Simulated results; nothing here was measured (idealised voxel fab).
process module | voxel self aligned contacts
cross-section cut | 250 nm wide | cells 5 nm
A cross-section is a grid of square cells, given in bands from the top down. A band is one or more rows of cells.
Each band's line starts with the height of the band's top and of its bottom, in nm. Then come its materials from left to right, each with its width in nm. One material with "throughout" fills the band from edge to edge. "air" is empty space.
Height 0 is the level under which the wafer as received is all one material. The lowest band goes on downwards, as in "0 down".
A width such as "30 to 40" changes by the same amount from each row of cells to the next, from the band's top row to its bottom row.
"no change" after a step means that no cell of the cross-section changed.
closed voids: empty space of 8 cells or more with no open way to the top, each as width x height at its distance from the left edge, in nm
after a step's settings: what the simulator itself notes on the step
overlay nm, on a step with a mask: how far to the right of its planned place the mask lay; to the left if negative
Each pair below shows a cross-section before one step and the cross-section after it, down to the lowest band that changed. The line under each pair gives the step between them, with its settings. The pairs can come from different runs of this module on the same starting wafer, so a pair continues from the pair above only where its "before" says so.
before
  0 down: Si throughout
  closed voids: none
after
  0 to -5: SiO2 throughout
  below -5: unchanged
  closed voids: none
the step between: op OXIDIZE | depth nm 5
before: the cross-section after the pair above
after
  25 to 0: polySi throughout
  below 0: unchanged
  closed voids: none
the step between: op DIRECTIONAL_DEP | material polySi | thk nm 25
before: the cross-section after the pair above
after
  50 to 25: SiN throughout
  below 25: unchanged
  closed voids: none
the step between: op DIRECTIONAL_DEP | material SiN | thk nm 25
before: the cross-section after the pair above
after
  65 to 50: aC throughout
  below 50: unchanged
  closed voids: none
the step between: op DIRECTIONAL_DEP | material aC | thk nm 15
before: the cross-section after the pair above
after
  95 to 65: air 45 | resist 25 | air 40 | resist 25 | air 40 | resist 25 | air 50
  below 65: unchanged
  closed voids: none
the step between: op PATTERN | tone cover | mask id GATE | material resist | width nm 25 | pitch nm 65 | thk nm 30 | overlay nm 0
before: the cross-section after the pair above
after
  80 to 65: air 45 | resist 25 | air 40 | resist 25 | air 40 | resist 25 | air 50
  65 to 50: air 45 | aC 25 | air 40 | aC 25 | air 40 | aC 25 | air 50
  below 50: unchanged
  closed voids: none
the step between: op DIRECTIONAL_ETCH | etch materials aC | depth nm 15
before: the cross-section after the pair above
after
  65 to 50: air 45 | aC 25 | air 40 | aC 25 | air 40 | aC 25 | air 50
  below 50: unchanged
  closed voids: none
the step between: op STRIP | etch materials resist
before: the cross-section after the pair above
after
  65 to 50: air 45 | aC 25 | air 40 | aC 25 | air 40 | aC 25 | air 50
  50 to 25: air 45 | SiN 25 | air 40 | SiN 25 | air 40 | SiN 25 | air 50
  below 25: unchanged
  closed voids: none
the step between: op DIRECTIONAL_ETCH | etch materials SiN | depth nm 25
before: the cross-section after the pair above
after
  65 to 50: air 45 | aC 25 | air 40 | aC 25 | air 40 | aC 25 | air 50
  50 to 25: air 45 | SiN 25 | air 40 | SiN 25 | air 40 | SiN 25 | air 50
  25 to 0: air 45 | polySi 25 | air 40 | polySi 25 | air 40 | polySi 25 | air 50
  below 0: unchanged
  closed voids: none
the step between: op DIRECTIONAL_ETCH | etch materials polySi | depth nm 25
before: the cross-section after the pair above
after
  50 to 25: air 45 | SiN 25 | air 40 | SiN 25 | air 40 | SiN 25 | air 50
  below 25: unchanged
  closed voids: none
the step between: op STRIP | etch materials aC
before: the cross-section after the pair above
after
  60 to 25: air 35 | SiN 45 | air 20 | SiN 45 | air 20 | SiN 45 | air 40
  25 to 10: air 35 | SiN 10 | polySi 25 | SiN 10 | air 20 | SiN 10 | polySi 25 | SiN 10 | air 20 | SiN 10 | polySi 25 | SiN 10 | air 40
  10 to 0: SiN 45 | polySi 25 | SiN 40 | polySi 25 | SiN 40 | polySi 25 | SiN 50
  below 0: unchanged
  closed voids: none
the step between: op CONFORMAL_DEP | material SiN | thk nm 10
before: the cross-section after the pair above
after
  50 to 25: air 35 | SiN 45 | air 20 | SiN 45 | air 20 | SiN 45 | air 40
  25 to 0: air 35 | SiN 10 | polySi 25 | SiN 10 | air 20 | SiN 10 | polySi 25 | SiN 10 | air 20 | SiN 10 | polySi 25 | SiN 10 | air 40
  below 0: unchanged
  closed voids: none
the step between: op DIRECTIONAL_ETCH | etch materials SiN | depth nm 10
before: the cross-section after the pair above
after
  65 to 50: SiO2 throughout
  50 to 25: SiO2 35 | SiN 45 | SiO2 20 | SiN 45 | SiO2 20 | SiN 45 | SiO2 40
  25 to 0: SiO2 35 | SiN 10 | polySi 25 | SiN 10 | SiO2 20 | SiN 10 | polySi 25 | SiN 10 | SiO2 20 | SiN 10 | polySi 25 | SiN 10 | SiO2 40
  below 0: unchanged
  closed voids: none
the step between: op FILL_DEP | material SiO2 | thk nm 15
before: the cross-section after the pair above
after
  60 to 50: SiO2 throughout
  below 50: unchanged
  closed voids: none
the step between: op CMP | height nm 60
before: the cross-section after the pair above
after
  80 to 60: resist 65 | air 50 | resist 15 | air 50 | resist 70
  below 60: unchanged
  closed voids: none
the step between: op PATTERN | tone open | mask id CONTACT | material resist | width nm 50 | pitch nm 65 | thk nm 20 | overlay nm 0
before: the cross-section after the pair above
after
  80 to 60: resist 65 | air 50 | resist 15 | air 50 | resist 70
  60 to 50: SiO2 65 | air 50 | SiO2 15 | air 50 | SiO2 70
  50 to 25: SiO2 35 | SiN 45 | air 20 | SiN 45 | air 20 | SiN 45 | SiO2 40
  25 to 0: SiO2 35 | SiN 10 | polySi 25 | SiN 10 | air 20 | SiN 10 | polySi 25 | SiN 10 | air 20 | SiN 10 | polySi 25 | SiN 10 | SiO2 40
  0 to -5: SiO2 80 | air 20 | SiO2 45 | air 20 | SiO2 85
  below -5: unchanged
  closed voids: none
the step between: op DIRECTIONAL_ETCH | etch materials SiO2 | depth nm 65
before: the cross-section after the pair above
after
  60 to 50: SiO2 65 | air 50 | SiO2 15 | air 50 | SiO2 70
  below 50: unchanged
  closed voids: none
the step between: op STRIP | etch materials resist
before: the cross-section after the pair above
after
  65 to 60: TiN 70 | air 40 | TiN 25 | air 40 | TiN 75
  60 to 50: SiO2 65 | TiN 5 to 20 | air 40 to 10 | TiN 5 to 20 | SiO2 15 | TiN 5 to 20 | air 40 to 10 | TiN 5 to 20 | SiO2 70
  50 to 25: SiO2 35 | SiN 45 | TiN 5 | air 10 | TiN 5 | SiN 45 | TiN 5 | air 10 | TiN 5 | SiN 45 | SiO2 40
  25 to 0: SiO2 35 | SiN 10 | polySi 25 | SiN 10 | TiN 5 | air 10 | TiN 5 | SiN 10 | polySi 25 | SiN 10 | TiN 5 | air 10 | TiN 5 | SiN 10 | polySi 25 | SiN 10 | SiO2 40
  0 to -5: SiO2 80 | TiN 20 | SiO2 45 | TiN 20 | SiO2 85
  below -5: unchanged
  closed voids: none
the step between: op CONFORMAL_DEP | material TiN | thk nm 5
before: the cross-section after the pair above
after
  70 to 65: W throughout
  65 to 60: TiN 70 | W 40 | TiN 25 | W 40 | TiN 75
  60 to 50: SiO2 65 | TiN 5 to 20 | W 40 to 10 | TiN 5 to 20 | SiO2 15 | TiN 5 to 20 | W 40 to 10 | TiN 5 to 20 | SiO2 70
  50 to 25: SiO2 35 | SiN 45 | TiN 5 | W 10 | TiN 5 | SiN 45 | TiN 5 | W 10 | TiN 5 | SiN 45 | SiO2 40
  25 to 0: SiO2 35 | SiN 10 | polySi 25 | SiN 10 | TiN 5 | W 10 | TiN 5 | SiN 10 | polySi 25 | SiN 10 | TiN 5 | W 10 | TiN 5 | SiN 10 | polySi 25 | SiN 10 | SiO2 40
  below 0: unchanged
  closed voids: none
the step between: op FILL_DEP | material W | thk nm 5
before: the cross-section after the pair above
after
  60 to 50: SiO2 65 | TiN 5 to 20 | W 40 to 10 | TiN 5 to 20 | SiO2 15 | TiN 5 to 20 | W 40 to 10 | TiN 5 to 20 | SiO2 70
  below 50: unchanged
  closed voids: none
the step between: op CMP | height nm 60
before: the cross-section after the pair above
after
  65 to 60: SiN throughout
  below 60: unchanged
  closed voids: none
the step between: op CONFORMAL_DEP | material SiN | thk nm 5
before
  0 down: Si throughout
  closed voids: none
after
  25 to 0: polySi throughout
  below 0: unchanged
  closed voids: none
the step between: op DIRECTIONAL_DEP | material polySi | thk nm 25
before: the cross-section after the pair above
after
  50 to 25: SiN throughout
  below 25: unchanged
  closed voids: none
the step between: op DIRECTIONAL_DEP | material SiN | thk nm 25
before: the cross-section after the pair above
after
  65 to 50: aC throughout
  below 50: unchanged
  closed voids: none
the step between: op DIRECTIONAL_DEP | material aC | thk nm 15
before: the cross-section after the pair above
after
  95 to 65: air 45 | resist 25 | air 40 | resist 25 | air 40 | resist 25 | air 50
  below 65: unchanged
  closed voids: none
the step between: op PATTERN | tone cover | mask id GATE | material resist | width nm 25 | pitch nm 65 | thk nm 30 | overlay nm 0
before: the cross-section after the pair above
after
  80 to 65: air 45 | resist 25 | air 40 | resist 25 | air 40 | resist 25 | air 50
  65 to 50: air 45 | aC 25 | air 40 | aC 25 | air 40 | aC 25 | air 50
  below 50: unchanged
  closed voids: none
the step between: op DIRECTIONAL_ETCH | etch materials aC | depth nm 15
before: the cross-section after the pair above
after
  65 to 50: air 45 | aC 25 | air 40 | aC 25 | air 40 | aC 25 | air 50
  below 50: unchanged
  closed voids: none
the step between: op STRIP | etch materials resist
before: the cross-section after the pair above
after
  65 to 50: air 45 | aC 25 | air 40 | aC 25 | air 40 | aC 25 | air 50
  50 to 25: air 45 | SiN 25 | air 40 | SiN 25 | air 40 | SiN 25 | air 50
  below 25: unchanged
  closed voids: none
the step between: op DIRECTIONAL_ETCH | etch materials SiN | depth nm 25
before: the cross-section after the pair above
after
  65 to 50: air 45 | aC 25 | air 40 | aC 25 | air 40 | aC 25 | air 50
  50 to 25: air 45 | SiN 25 | air 40 | SiN 25 | air 40 | SiN 25 | air 50
  25 to 0: air 45 | polySi 25 | air 40 | polySi 25 | air 40 | polySi 25 | air 50
  below 0: unchanged
  closed voids: none
the step between: op DIRECTIONAL_ETCH | etch materials polySi | depth nm 25
before: the cross-section after the pair above
after
  50 to 25: air 45 | SiN 25 | air 40 | SiN 25 | air 40 | SiN 25 | air 50
  below 25: unchanged
  closed voids: none
the step between: op STRIP | etch materials aC
before: the cross-section after the pair above
after
  60 to 25: air 35 | SiN 45 | air 20 | SiN 45 | air 20 | SiN 45 | air 40
  25 to 10: air 35 | SiN 10 | polySi 25 | SiN 10 | air 20 | SiN 10 | polySi 25 | SiN 10 | air 20 | SiN 10 | polySi 25 | SiN 10 | air 40
  10 to 0: SiN 45 | polySi 25 | SiN 40 | polySi 25 | SiN 40 | polySi 25 | SiN 50
  below 0: unchanged
  closed voids: none
the step between: op CONFORMAL_DEP | material SiN | thk nm 10
before: the cross-section after the pair above
after
  50 to 25: air 35 | SiN 45 | air 20 | SiN 45 | air 20 | SiN 45 | air 40
  25 to 0: air 35 | SiN 10 | polySi 25 | SiN 10 | air 20 | SiN 10 | polySi 25 | SiN 10 | air 20 | SiN 10 | polySi 25 | SiN 10 | air 40
  below 0: unchanged
  closed voids: none
the step between: op DIRECTIONAL_ETCH | etch materials SiN | depth nm 10
before: the cross-section after the pair above
after
  65 to 50: SiO2 throughout
  50 to 25: SiO2 35 | SiN 45 | SiO2 20 | SiN 45 | SiO2 20 | SiN 45 | SiO2 40
  25 to 0: SiO2 35 | SiN 10 | polySi 25 | SiN 10 | SiO2 20 | SiN 10 | polySi 25 | SiN 10 | SiO2 20 | SiN 10 | polySi 25 | SiN 10 | SiO2 40
  below 0: unchanged
  closed voids: none
the step between: op FILL_DEP | material SiO2 | thk nm 15
before: the cross-section after the pair above
after
  60 to 50: SiO2 throughout
  below 50: unchanged
  closed voids: none
the step between: op CMP | height nm 60
before: the cross-section after the pair above
after
  80 to 60: resist 65 | air 50 | resist 15 | air 50 | resist 70
  below 60: unchanged
  closed voids: none
the step between: op PATTERN | tone open | mask id CONTACT | material resist | width nm 50 | pitch nm 65 | thk nm 20 | overlay nm 0
before: the cross-section after the pair above
after
  80 to 60: resist 65 | air 50 | resist 15 | air 50 | resist 70
  60 to 50: SiO2 65 | air 50 | SiO2 15 | air 50 | SiO2 70
  50 to 25: SiO2 35 | SiN 45 | air 20 | SiN 45 | air 20 | SiN 45 | SiO2 40
  25 to 0: SiO2 35 | SiN 10 | polySi 25 | SiN 10 | air 20 | SiN 10 | polySi 25 | SiN 10 | air 20 | SiN 10 | polySi 25 | SiN 10 | SiO2 40
  below 0: unchanged
  closed voids: none
the step between: op DIRECTIONAL_ETCH | etch materials SiO2 | depth nm 65
before: the cross-section after the pair above
after
  60 to 50: SiO2 65 | air 50 | SiO2 15 | air 50 | SiO2 70
  below 50: unchanged
  closed voids: none
the step between: op STRIP | etch materials resist
before: the cross-section after the pair above
after
  65 to 60: TiN 70 | air 40 | TiN 25 | air 40 | TiN 75
  60 to 50: SiO2 65 | TiN 5 to 20 | air 40 to 10 | TiN 5 to 20 | SiO2 15 | TiN 5 to 20 | air 40 to 10 | TiN 5 to 20 | SiO2 70
  50 to 25: SiO2 35 | SiN 45 | TiN 5 | air 10 | TiN 5 | SiN 45 | TiN 5 | air 10 | TiN 5 | SiN 45 | SiO2 40
  25 to 5: SiO2 35 | SiN 10 | polySi 25 | SiN 10 | TiN 5 | air 10 | TiN 5 | SiN 10 | polySi 25 | SiN 10 | TiN 5 | air 10 | TiN 5 | SiN 10 | polySi 25 | SiN 10 | SiO2 40
  5 to 0: SiO2 35 | SiN 10 | polySi 25 | SiN 10 | TiN 20 | SiN 10 | polySi 25 | SiN 10 | TiN 20 | SiN 10 | polySi 25 | SiN 10 | SiO2 40
  below 0: unchanged
  closed voids: none
the step between: op CONFORMAL_DEP | material TiN | thk nm 5
before: the cross-section after the pair above
after
  70 to 65: W throughout
  65 to 60: TiN 70 | W 40 | TiN 25 | W 40 | TiN 75
  60 to 50: SiO2 65 | TiN 5 to 20 | W 40 to 10 | TiN 5 to 20 | SiO2 15 | TiN 5 to 20 | W 40 to 10 | TiN 5 to 20 | SiO2 70
  50 to 25: SiO2 35 | SiN 45 | TiN 5 | W 10 | TiN 5 | SiN 45 | TiN 5 | W 10 | TiN 5 | SiN 45 | SiO2 40
  25 to 5: SiO2 35 | SiN 10 | polySi 25 | SiN 10 | TiN 5 | W 10 | TiN 5 | SiN 10 | polySi 25 | SiN 10 | TiN 5 | W 10 | TiN 5 | SiN 10 | polySi 25 | SiN 10 | SiO2 40
  below 5: unchanged
  closed voids: none
the step between: op FILL_DEP | material W | thk nm 5
before: the cross-section after the pair above
after
  60 to 50: SiO2 65 | TiN 5 to 20 | W 40 to 10 | TiN 5 to 20 | SiO2 15 | TiN 5 to 20 | W 40 to 10 | TiN 5 to 20 | SiO2 70
  below 50: unchanged
  closed voids: none
the step between: op CMP | height nm 60
before: the cross-section after the pair above
after
  65 to 60: SiN throughout
  below 60: unchanged
  closed voids: none
the step between: op CONFORMAL_DEP | material SiN | thk nm 5
before
  25 to 0: polySi throughout
  0 to -5: SiO2 throughout
  -5 down: Si throughout
  closed voids: none
after
  50 to 0: polySi throughout
  below 0: unchanged
  closed voids: none
the step between: op DIRECTIONAL_DEP | material polySi | thk nm 25
before: the cross-section after the pair above
after
  75 to 50: SiN throughout
  below 50: unchanged
  closed voids: none
the step between: op DIRECTIONAL_DEP | material SiN | thk nm 25
before: the cross-section after the pair above
after
  90 to 75: aC throughout
  below 75: unchanged
  closed voids: none
the step between: op DIRECTIONAL_DEP | material aC | thk nm 15
before: the cross-section after the pair above
after
  120 to 90: air 45 | resist 25 | air 40 | resist 25 | air 40 | resist 25 | air 50
  below 90: unchanged
  closed voids: none
the step between: op PATTERN | tone cover | mask id GATE | material resist | width nm 25 | pitch nm 65 | thk nm 30 | overlay nm 0
before: the cross-section after the pair above
after
  105 to 90: air 45 | resist 25 | air 40 | resist 25 | air 40 | resist 25 | air 50
  90 to 75: air 45 | aC 25 | air 40 | aC 25 | air 40 | aC 25 | air 50
  below 75: unchanged
  closed voids: none
the step between: op DIRECTIONAL_ETCH | etch materials aC | depth nm 15
before: the cross-section after the pair above
after
  90 to 75: air 45 | aC 25 | air 40 | aC 25 | air 40 | aC 25 | air 50
  below 75: unchanged
  closed voids: none
the step between: op STRIP | etch materials resist
before: the cross-section after the pair above
after
  90 to 75: air 45 | aC 25 | air 40 | aC 25 | air 40 | aC 25 | air 50
  75 to 50: air 45 | SiN 25 | air 40 | SiN 25 | air 40 | SiN 25 | air 50
  below 50: unchanged
  closed voids: none
the step between: op DIRECTIONAL_ETCH | etch materials SiN | depth nm 25
before: the cross-section after the pair above
after
  90 to 75: air 45 | aC 25 | air 40 | aC 25 | air 40 | aC 25 | air 50
  75 to 50: air 45 | SiN 25 | air 40 | SiN 25 | air 40 | SiN 25 | air 50
  50 to 25: air 45 | polySi 25 | air 40 | polySi 25 | air 40 | polySi 25 | air 50
  below 25: unchanged
  closed voids: none
the step between: op DIRECTIONAL_ETCH | etch materials polySi | depth nm 25
before: the cross-section after the pair above
after
  75 to 50: air 45 | SiN 25 | air 40 | SiN 25 | air 40 | SiN 25 | air 50
  below 50: unchanged
  closed voids: none
the step between: op STRIP | etch materials aC
before: the cross-section after the pair above
after
  85 to 50: air 35 | SiN 45 | air 20 | SiN 45 | air 20 | SiN 45 | air 40
  50 to 35: air 35 | SiN 10 | polySi 25 | SiN 10 | air 20 | SiN 10 | polySi 25 | SiN 10 | air 20 | SiN 10 | polySi 25 | SiN 10 | air 40
  35 to 25: SiN 45 | polySi 25 | SiN 40 | polySi 25 | SiN 40 | polySi 25 | SiN 50
  below 25: unchanged
  closed voids: none
the step between: op CONFORMAL_DEP | material SiN | thk nm 10
before: the cross-section after the pair above
after
  75 to 50: air 35 | SiN 45 | air 20 | SiN 45 | air 20 | SiN 45 | air 40
  50 to 25: air 35 | SiN 10 | polySi 25 | SiN 10 | air 20 | SiN 10 | polySi 25 | SiN 10 | air 20 | SiN 10 | polySi 25 | SiN 10 | air 40
  below 25: unchanged
  closed voids: none
the step between: op DIRECTIONAL_ETCH | etch materials SiN | depth nm 10
before: the cross-section after the pair above
after
  90 to 75: SiO2 throughout
  75 to 50: SiO2 35 | SiN 45 | SiO2 20 | SiN 45 | SiO2 20 | SiN 45 | SiO2 40
  50 to 25: SiO2 35 | SiN 10 | polySi 25 | SiN 10 | SiO2 20 | SiN 10 | polySi 25 | SiN 10 | SiO2 20 | SiN 10 | polySi 25 | SiN 10 | SiO2 40
  below 25: unchanged
  closed voids: none
the step between: op FILL_DEP | material SiO2 | thk nm 15
before: the cross-section after the pair above
after
  60 to 50: SiO2 35 | SiN 45 | SiO2 20 | SiN 45 | SiO2 20 | SiN 45 | SiO2 40
  below 50: unchanged
  closed voids: none
the step between: op CMP | height nm 60
before: the cross-section after the pair above
after
  80 to 60: resist 65 | air 50 | resist 15 | air 50 | resist 70
  below 60: unchanged
  closed voids: none
the step between: op PATTERN | tone open | mask id CONTACT | material resist | width nm 50 | pitch nm 65 | thk nm 20 | overlay nm 0
before: the cross-section after the pair above
after
  80 to 60: resist 65 | air 50 | resist 15 | air 50 | resist 70
  60 to 50: SiO2 35 | SiN 45 | air 20 | SiN 45 | air 20 | SiN 45 | SiO2 40
  50 to 25: SiO2 35 | SiN 10 | polySi 25 | SiN 10 | air 20 | SiN 10 | polySi 25 | SiN 10 | air 20 | SiN 10 | polySi 25 | SiN 10 | SiO2 40
  below 25: unchanged
  closed voids: none
the step between: op DIRECTIONAL_ETCH | etch materials SiO2 | depth nm 65
before: the cross-section after the pair above
after
  60 to 50: SiO2 35 | SiN 45 | air 20 | SiN 45 | air 20 | SiN 45 | SiO2 40
  below 50: unchanged
  closed voids: none
the step between: op STRIP | etch materials resist
before: the cross-section after the pair above
after
  65 to 60: TiN 85 | air 10 | TiN 55 | air 10 | TiN 90
  60 to 50: SiO2 35 | SiN 45 | TiN 5 | air 10 | TiN 5 | SiN 45 | TiN 5 | air 10 | TiN 5 | SiN 45 | SiO2 40
  50 to 30: SiO2 35 | SiN 10 | polySi 25 | SiN 10 | TiN 5 | air 10 | TiN 5 | SiN 10 | polySi 25 | SiN 10 | TiN 5 | air 10 | TiN 5 | SiN 10 | polySi 25 | SiN 10 | SiO2 40
  30 to 25: SiO2 35 | SiN 10 | polySi 25 | SiN 10 | TiN 20 | SiN 10 | polySi 25 | SiN 10 | TiN 20 | SiN 10 | polySi 25 | SiN 10 | SiO2 40
  below 25: unchanged
  closed voids: none
the step between: op CONFORMAL_DEP | material TiN | thk nm 5
before: the cross-section after the pair above
after
  70 to 65: W throughout
  65 to 60: TiN 85 | W 10 | TiN 55 | W 10 | TiN 90
  60 to 50: SiO2 35 | SiN 45 | TiN 5 | W 10 | TiN 5 | SiN 45 | TiN 5 | W 10 | TiN 5 | SiN 45 | SiO2 40
  50 to 30: SiO2 35 | SiN 10 | polySi 25 | SiN 10 | TiN 5 | W 10 | TiN 5 | SiN 10 | polySi 25 | SiN 10 | TiN 5 | W 10 | TiN 5 | SiN 10 | polySi 25 | SiN 10 | SiO2 40
  below 30: unchanged
  closed voids: none
the step between: op FILL_DEP | material W | thk nm 5
before: the cross-section after the pair above
after
  60 to 50: SiO2 35 | SiN 45 | TiN 5 | W 10 | TiN 5 | SiN 45 | TiN 5 | W 10 | TiN 5 | SiN 45 | SiO2 40
  below 50: unchanged
  closed voids: none
the step between: op CMP | height nm 60
before: the cross-section after the pair above
after
  65 to 60: SiN throughout
  below 60: unchanged
  closed voids: none
the step between: op CONFORMAL_DEP | material SiN | thk nm 5
before
  50 to 25: air 45 | SiN 25 | air 40 | SiN 25 | air 40 | SiN 25 | air 50
  25 to 0: air 45 | polySi 25 | air 40 | polySi 25 | air 40 | polySi 25 | air 50
  0 to -5: SiO2 throughout
  -5 down: Si throughout
  closed voids: none
after
  40 to 25: air 45 | SiN 25 | air 40 | SiN 25 | air 40 | SiN 25 | air 50
  below 25: unchanged
  closed voids: none
the step between: op DIRECTIONAL_ETCH | etch materials SiN | depth nm 10
before: the cross-section after the pair above
after
  50 to 25: air 35 | SiN 45 | air 20 | SiN 45 | air 20 | SiN 45 | air 40
  25 to 10: air 35 | SiN 10 | polySi 25 | SiN 10 | air 20 | SiN 10 | polySi 25 | SiN 10 | air 20 | SiN 10 | polySi 25 | SiN 10 | air 40
  10 to 0: SiN 45 | polySi 25 | SiN 40 | polySi 25 | SiN 40 | polySi 25 | SiN 50
  below 0: unchanged
  closed voids: none
the step between: op CONFORMAL_DEP | material SiN | thk nm 10
before: the cross-section after the pair above
after
  65 to 50: SiO2 throughout
  50 to 25: SiO2 35 | SiN 45 | SiO2 20 | SiN 45 | SiO2 20 | SiN 45 | SiO2 40
  25 to 10: SiO2 35 | SiN 10 | polySi 25 | SiN 10 | SiO2 20 | SiN 10 | polySi 25 | SiN 10 | SiO2 20 | SiN 10 | polySi 25 | SiN 10 | SiO2 40
  below 10: unchanged
  closed voids: none
the step between: op FILL_DEP | material SiO2 | thk nm 15
before: the cross-section after the pair above
after
  60 to 50: SiO2 throughout
  below 50: unchanged
  closed voids: none
the step between: op CMP | height nm 60
before: the cross-section after the pair above
after
  80 to 60: resist 65 | air 50 | resist 15 | air 50 | resist 70
  below 60: unchanged
  closed voids: none
the step between: op PATTERN | tone open | mask id CONTACT | material resist | width nm 50 | pitch nm 65 | thk nm 20 | overlay nm 0
before: the cross-section after the pair above
after
  80 to 60: resist 65 | air 50 | resist 15 | air 50 | resist 70
  60 to 50: SiO2 65 | air 50 | SiO2 15 | air 50 | SiO2 70
  50 to 25: SiO2 35 | SiN 45 | air 20 | SiN 45 | air 20 | SiN 45 | SiO2 40
  25 to 10: SiO2 35 | SiN 10 | polySi 25 | SiN 10 | air 20 | SiN 10 | polySi 25 | SiN 10 | air 20 | SiN 10 | polySi 25 | SiN 10 | SiO2 40
  below 10: unchanged
  closed voids: none
the step between: op DIRECTIONAL_ETCH | etch materials SiO2 | depth nm 65
before: the cross-section after the pair above
after
  60 to 50: SiO2 65 | air 50 | SiO2 15 | air 50 | SiO2 70
  below 50: unchanged
  closed voids: none
the step between: op STRIP | etch materials resist
before: the cross-section after the pair above
after
  65 to 60: TiN 70 | air 40 | TiN 25 | air 40 | TiN 75
  60 to 50: SiO2 65 | TiN 5 to 20 | air 40 to 10 | TiN 5 to 20 | SiO2 15 | TiN 5 to 20 | air 40 to 10 | TiN 5 to 20 | SiO2 70
  50 to 25: SiO2 35 | SiN 45 | TiN 5 | air 10 | TiN 5 | SiN 45 | TiN 5 | air 10 | TiN 5 | SiN 45 | SiO2 40
  25 to 15: SiO2 35 | SiN 10 | polySi 25 | SiN 10 | TiN 5 | air 10 | TiN 5 | SiN 10 | polySi 25 | SiN 10 | TiN 5 | air 10 | TiN 5 | SiN 10 | polySi 25 | SiN 10 | SiO2 40
  15 to 10: SiO2 35 | SiN 10 | polySi 25 | SiN 10 | TiN 20 | SiN 10 | polySi 25 | SiN 10 | TiN 20 | SiN 10 | polySi 25 | SiN 10 | SiO2 40
  below 10: unchanged
  closed voids: none
the step between: op CONFORMAL_DEP | material TiN | thk nm 5
before: the cross-section after the pair above
after
  70 to 65: W throughout
  65 to 60: TiN 70 | W 40 | TiN 25 | W 40 | TiN 75
  60 to 50: SiO2 65 | TiN 5 to 20 | W 40 to 10 | TiN 5 to 20 | SiO2 15 | TiN 5 to 20 | W 40 to 10 | TiN 5 to 20 | SiO2 70
  50 to 25: SiO2 35 | SiN 45 | TiN 5 | W 10 | TiN 5 | SiN 45 | TiN 5 | W 10 | TiN 5 | SiN 45 | SiO2 40
  25 to 15: SiO2 35 | SiN 10 | polySi 25 | SiN 10 | TiN 5 | W 10 | TiN 5 | SiN 10 | polySi 25 | SiN 10 | TiN 5 | W 10 | TiN 5 | SiN 10 | polySi 25 | SiN 10 | SiO2 40
  below 15: unchanged
  closed voids: none
the step between: op FILL_DEP | material W | thk nm 5
before: the cross-section after the pair above
after
  60 to 50: SiO2 65 | TiN 5 to 20 | W 40 to 10 | TiN 5 to 20 | SiO2 15 | TiN 5 to 20 | W 40 to 10 | TiN 5 to 20 | SiO2 70
  below 50: unchanged
  closed voids: none
the step between: op CMP | height nm 60
before: the cross-section after the pair above
after
  65 to 60: SiN throughout
  below 60: unchanged
  closed voids: none
the step between: op CONFORMAL_DEP | material SiN | thk nm 5
before
  0 down: Si throughout
  closed voids: none
after
  0 to -10: SiO2 throughout
  below -10: unchanged
  closed voids: none
the step between: op OXIDIZE | depth nm 10
before: the cross-section after the pair above
after
  25 to 0: polySi throughout
  below 0: unchanged
  closed voids: none
the step between: op DIRECTIONAL_DEP | material polySi | thk nm 25
before: the cross-section after the pair above
after
  50 to 25: SiN throughout
  below 25: unchanged
  closed voids: none
the step between: op DIRECTIONAL_DEP | material SiN | thk nm 25
before: the cross-section after the pair above
after
  65 to 50: aC throughout
  below 50: unchanged
  closed voids: none
the step between: op DIRECTIONAL_DEP | material aC | thk nm 15
before: the cross-section after the pair above
after
  95 to 65: air 45 | resist 25 | air 40 | resist 25 | air 40 | resist 25 | air 50
  below 65: unchanged
  closed voids: none
the step between: op PATTERN | tone cover | mask id GATE | material resist | width nm 25 | pitch nm 65 | thk nm 30 | overlay nm 0
before: the cross-section after the pair above
after
  80 to 65: air 45 | resist 25 | air 40 | resist 25 | air 40 | resist 25 | air 50
  65 to 50: air 45 | aC 25 | air 40 | aC 25 | air 40 | aC 25 | air 50
  below 50: unchanged
  closed voids: none
the step between: op DIRECTIONAL_ETCH | etch materials aC | depth nm 15
before: the cross-section after the pair above
after
  65 to 50: air 45 | aC 25 | air 40 | aC 25 | air 40 | aC 25 | air 50
  below 50: unchanged
  closed voids: none
the step between: op STRIP | etch materials resist
before: the cross-section after the pair above
after
  65 to 50: air 45 | aC 25 | air 40 | aC 25 | air 40 | aC 25 | air 50
  50 to 25: air 45 | SiN 25 | air 40 | SiN 25 | air 40 | SiN 25 | air 50
  below 25: unchanged
  closed voids: none
the step between: op DIRECTIONAL_ETCH | etch materials SiN | depth nm 25
before: the cross-section after the pair above
after
  65 to 50: air 45 | aC 25 | air 40 | aC 25 | air 40 | aC 25 | air 50
  50 to 25: air 45 | SiN 25 | air 40 | SiN 25 | air 40 | SiN 25 | air 50
  25 to 0: air 45 | polySi 25 | air 40 | polySi 25 | air 40 | polySi 25 | air 50
  below 0: unchanged
  closed voids: none
the step between: op DIRECTIONAL_ETCH | etch materials polySi | depth nm 25
before: the cross-section after the pair above
after
  50 to 25: air 45 | SiN 25 | air 40 | SiN 25 | air 40 | SiN 25 | air 50
  below 25: unchanged
  closed voids: none
the step between: op STRIP | etch materials aC
before: the cross-section after the pair above
after
  60 to 25: air 35 | SiN 45 | air 20 | SiN 45 | air 20 | SiN 45 | air 40
  25 to 10: air 35 | SiN 10 | polySi 25 | SiN 10 | air 20 | SiN 10 | polySi 25 | SiN 10 | air 20 | SiN 10 | polySi 25 | SiN 10 | air 40
  10 to 0: SiN 45 | polySi 25 | SiN 40 | polySi 25 | SiN 40 | polySi 25 | SiN 50
  below 0: unchanged
  closed voids: none
the step between: op CONFORMAL_DEP | material SiN | thk nm 10
before: the cross-section after the pair above
after
  50 to 25: air 35 | SiN 45 | air 20 | SiN 45 | air 20 | SiN 45 | air 40
  25 to 0: air 35 | SiN 10 | polySi 25 | SiN 10 | air 20 | SiN 10 | polySi 25 | SiN 10 | air 20 | SiN 10 | polySi 25 | SiN 10 | air 40
  below 0: unchanged
  closed voids: none
the step between: op DIRECTIONAL_ETCH | etch materials SiN | depth nm 10
before: the cross-section after the pair above
after
  65 to 50: SiO2 throughout
  50 to 25: SiO2 35 | SiN 45 | SiO2 20 | SiN 45 | SiO2 20 | SiN 45 | SiO2 40
  25 to 0: SiO2 35 | SiN 10 | polySi 25 | SiN 10 | SiO2 20 | SiN 10 | polySi 25 | SiN 10 | SiO2 20 | SiN 10 | polySi 25 | SiN 10 | SiO2 40
  below 0: unchanged
  closed voids: none
the step between: op FILL_DEP | material SiO2 | thk nm 15
before: the cross-section after the pair above
after
  60 to 50: SiO2 throughout
  below 50: unchanged
  closed voids: none
the step between: op CMP | height nm 60
before: the cross-section after the pair above
after
  80 to 60: resist 65 | air 50 | resist 15 | air 50 | resist 70
  below 60: unchanged
  closed voids: none
the step between: op PATTERN | tone open | mask id CONTACT | material resist | width nm 50 | pitch nm 65 | thk nm 20 | overlay nm 0
